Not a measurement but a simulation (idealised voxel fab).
Process module name: voxel ribs on slabs
265 nm wide, 5 nm square cells: that's cross-section cut.
Cross-section = grid of square cells, listed top down in bands; band = one or more rows.
Read a band's entry like this: the first values are the height of its top and the height of its bottom in nm, and what follows is the sequence of materials from left to right, each with its width in nm. Note that "empty" is empty space, and that a single material marked "everywhere" reaches across the band from edge to edge.
Height 0 is the level under which the wafer as received is all one material. The lowest band goes on downwards, as in "0..down".
Width spec "30 to 40" -> top row of cells at first value, bottom row at second value, equal per-row change in between.
Where the words "nothing got changed" appear for a step, the cross-section shows no cell changed by that step; every cell remained as before.
Any empty space of 8 cells or more lacking an open way to the top shows up in "Listed closed voids" as width x height at distance, distance from the left edge, in nm.
On each step's line, the part that comes after the settings is the simulator's own comment on the step.
The optional step-line setting "overlay nm" applies to steps with a mask and quantifies how far to the right of its planned location the mask lay, a negative value indicating leftward placement.

-- Steps in the process plan
1,RECEIVE | material Si
2,DIRECTIONAL_DEP | material SiO2 | thk nm 20
3,DIRECTIONAL_DEP | material polySi | thk nm 15
4,PATTERN | tone cover | mask id RIB | material resist | width nm 30 | thk nm 15 | overlay nm 0
5,DIRECTIONAL_ETCH | etch materials polySi | depth nm 5
6,STRIP | etch materials resist
7,PATTERN | tone cover | mask id SLAB | material resist | width nm 70 | thk nm 20 | overlay nm 0
8,DIRECTIONAL_ETCH | etch materials polySi | depth nm 10
9,STRIP | etch materials resist
10,FILL_DEP | material SiO2 | thk nm 20
11,CMP | height nm 50
12,DIRECTIONAL_DEP | material TiN | thk nm 5
13,DIRECTIONAL_DEP | material aC | thk nm 10
14,PATTERN | tone cover | mask id HEATER | material resist | width nm 40 | thk nm 25 | overlay nm 0
15,DIRECTIONAL_ETCH | etch materials aC | depth nm 10
16,STRIP | etch materials resist
17,DIRECTIONAL_ETCH | etch materials TiN | depth nm 5
18,STRIP | etch materials aC
19,CONFORMAL_DEP | material SiN | thk nm 5
Variable across wafers: step 7 width nm (plan value is that of the first wafer; starting state common to all).

-- The first of several wafers in cross-section, exactly as it reached us after step 1
0..down: Si everywhere
Listed closed voids: none

-- Basically each wafer gets a line in the table, showing it at the end of the module: material by material, the cells it gained (+) or lost (-) since we got it, then its closed voids
width nm 70, +55 SiN, +496 SiO2, +8 TiN, +34 polySi, Listed closed voids: none
width nm 75, +55 SiN, +494 SiO2, +8 TiN, +36 polySi, Listed closed voids: none
width nm 80, +55 SiN, +492 SiO2, +8 TiN, +38 polySi, Listed closed voids: none
width nm 85, +55 SiN, +490 SiO2, +8 TiN, +40 polySi, Listed closed voids: none
width nm 90, +55 SiN, +488 SiO2, +8 TiN, +42 polySi, Listed closed voids: none
width nm 95, +55 SiN, +486 SiO2, +8 TiN, +44 polySi, Listed closed voids: none
